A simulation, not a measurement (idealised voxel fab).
The following is a process module called voxel wiring stack.
cross-section cut | 145 nm wide | cells 5 nm
How to read a cross-section here: the picture is a grid of square cells, written as bands going from the top down, and any band can span one or more rows of cells.
Each band's line starts with the height of the band's top and of its bottom, in nm. Then come its materials from left to right, each with its width in nm. One material with "all across" fills the band from edge to edge. "air" is empty space.
Height 0 is the level under which the wafer as received is all one material. The lowest band goes on downwards, as in "z 0 and below".
You'd read "30 to 40" like this: the band's top row of cells is as wide as the first number, its bottom row is as wide as the second, and going down, every row changes width by the same amount as the row before did.
"all unchanged", as given for a step, is the statement that not any cell of the cross-section underwent a change during that step.
Under "Closed internal cavities" you'll find the enclosed gaps, the ones with no way out to the top, that are 8 cells or bigger; each reads width x height at distance, with distance counted from the left edge, everything in nm.
after a step's settings: what the simulator itself notes on the step
A step's line can hold "overlay nm"; with a mask on that step, the setting says how far right of the planned place the mask lay, while a negative setting says it lay to the left.
SO HERE'S THE LINEUP OF PROCESS STEPS WE PLANNED
1,RECEIVE, material Si
2,CONFORMAL_DEP, material SiO2, thk nm 15
3,DIRECTIONAL_DEP, material TiN, thk nm 5
4,DIRECTIONAL_DEP, material W, thk nm 15
5,MASKED_ETCH, tone cover, mask id METAL_1, width nm 30, pitch nm 60, etch materials W, depth nm 15, overlay nm 0
6,MASKED_ETCH, tone cover, mask id METAL_1, width nm 30, pitch nm 60, etch materials TiN, depth nm 5, overlay nm 0
7,FILL_DEP, material SiO2, thk nm 5
8,CMP, height nm 35
9,CONFORMAL_DEP, material SiCN, thk nm 5
10,DIRECTIONAL_DEP, material SiO2, thk nm 10
11,MASKED_ETCH, tone open, mask id PLUG_1, width nm 15, etch materials SiO2, depth nm 10, overlay nm 0
12,MASKED_ETCH, tone open, mask id PLUG_1, width nm 15, etch materials SiCN, depth nm 5, overlay nm 0
13,CONFORMAL_DEP, material TiN, thk nm 5
14,FILL_DEP, material Cu, thk nm 5
15,CMP, height nm 50
16,CONFORMAL_DEP, material SiN, thk nm 5
17,DIRECTIONAL_DEP, material lowk, thk nm 15
18,MASKED_ETCH, tone open, mask id METAL_2, width nm 30, pitch nm 60, etch materials lowk, depth nm 15, overlay nm 0
19,MASKED_ETCH, tone open, mask id METAL_2, width nm 30, pitch nm 60, etch materials SiN, depth nm 5, overlay nm 0
20,CONFORMAL_DEP, material TiN, thk nm 5
21,FILL_DEP, material Cu, thk nm 10
22,CMP, height nm 70
23,CONFORMAL_DEP, material SiCN, thk nm 5
24,DIRECTIONAL_DEP, material lowk, thk nm 30
25,MASKED_ETCH, tone open, mask id METAL_3, width nm 30, pitch nm 60, etch materials lowk, depth nm 15, overlay nm 0
26,MASKED_ETCH, tone open, mask id METAL_3_HOLES, width nm 15, etch materials lowk, depth nm 15, overlay nm 0
27,MASKED_ETCH, tone open, mask id METAL_3_HOLES, width nm 15, etch materials SiCN, depth nm 5, overlay nm 0
28,CONFORMAL_DEP, material TiN, thk nm 5
29,FILL_DEP, material Cu, thk nm 10
30,CMP, height nm 105
31,CONFORMAL_DEP, material SiCN, thk nm 5
32,DIRECTIONAL_DEP, material lowk, thk nm 10
33,DIRECTIONAL_DEP, material aC, thk nm 15
34,PATTERN, tone open, mask id PLUG_3, material resist, width nm 15, thk nm 30, overlay nm 0
35,DIRECTIONAL_ETCH, etch materials aC, depth nm 15
36,STRIP, etch materials resist
37,DIRECTIONAL_ETCH, etch materials lowk, depth nm 10
38,DIRECTIONAL_ETCH, etch materials SiCN, depth nm 5
39,STRIP, etch materials aC
40,EPI, material Ru, thk nm 10
41,EPI, material Ru, thk nm 5
42,DIRECTIONAL_DEP, material TiN, thk nm 5
43,DIRECTIONAL_DEP, material W, thk nm 15
44,PATTERN, tone cover, mask id METAL_4, material resist, width nm 30, pitch nm 60, thk nm 20, overlay nm 0
45,DIRECTIONAL_ETCH, etch materials W, depth nm 15
46,DIRECTIONAL_ETCH, etch materials TiN, depth nm 5
47,STRIP, etch materials resist
48,FILL_DEP, material SiO2, thk nm 5
49,CMP, height nm 140
50,CONFORMAL_DEP, material SiCN, thk nm 5
AS RECEIVED (POST STEP 1): CROSS-SECTION
* z 0 and below = Si all across
* Closed internal cavities: none
FIGURE: CROSS-SECTIONAL VIEW OF THE WAFER UPON COMPLETION OF THE MODULE, PROCESSED FROM THE INITIAL STATE AND ACCORDING TO THE PLAN DEPICTED ABOVE, WITH ONE ERROR INTRODUCED DURING EXECUTION
* z 145 to 140 = SiCN all across
* z 140 to 125 = 25 SiO2, then 30 W, then 30 SiO2, then 30 W, then 30 SiO2
* z 125 to 120 = 25 SiO2, then 30 TiN, then 30 SiO2, then 30 TiN, then 30 SiO2
* z 120 to 110 = 25 lowk, then 15 Ru, then 105 lowk
* z 110 to 105 = 25 SiCN, then 15 Ru, then 105 SiCN
* z 105 to 95 = 25 lowk, then 5 TiN, then 20 Cu, then 5 TiN, then 30 lowk, then 5 TiN, then 20 Cu, then 5 TiN, then 30 lowk
* z 95 to 90 = 25 lowk, then 5 TiN, then 5 Cu, then 20 TiN, then 30 lowk, then 30 TiN, then 30 lowk
* z 90 to 75 = 25 lowk, then 5 TiN, then 5 Cu, then 5 TiN, then 105 lowk
* z 75 to 70 = 25 SiCN, then 15 TiN, then 105 SiCN
* z 70 to 65 = 25 SiN, then 30 TiN, then 30 SiN, then 30 TiN, then 30 SiN
* z 65 to 50 = lowk all across
* z 50 to 40 = 25 SiO2, then 5 TiN, then 5 Cu, then 5 TiN, then 105 SiO2
* z 40 to 35 = 25 SiCN, then 15 TiN, then 105 SiCN
* z 35 to 20 = 25 SiO2, then 30 W, then 30 SiO2, then 30 W, then 30 SiO2
* z 20 to 15 = 25 SiO2, then 30 TiN, then 30 SiO2, then 30 TiN, then 30 SiO2
* z 15 to 0 = SiO2 all across
* z 0 and below = Si all across
* Closed internal cavities: none
What was done differently from what was planned? the intended sequence of steps 16 and 17 was reversed during processing, with each occupying the position of the other
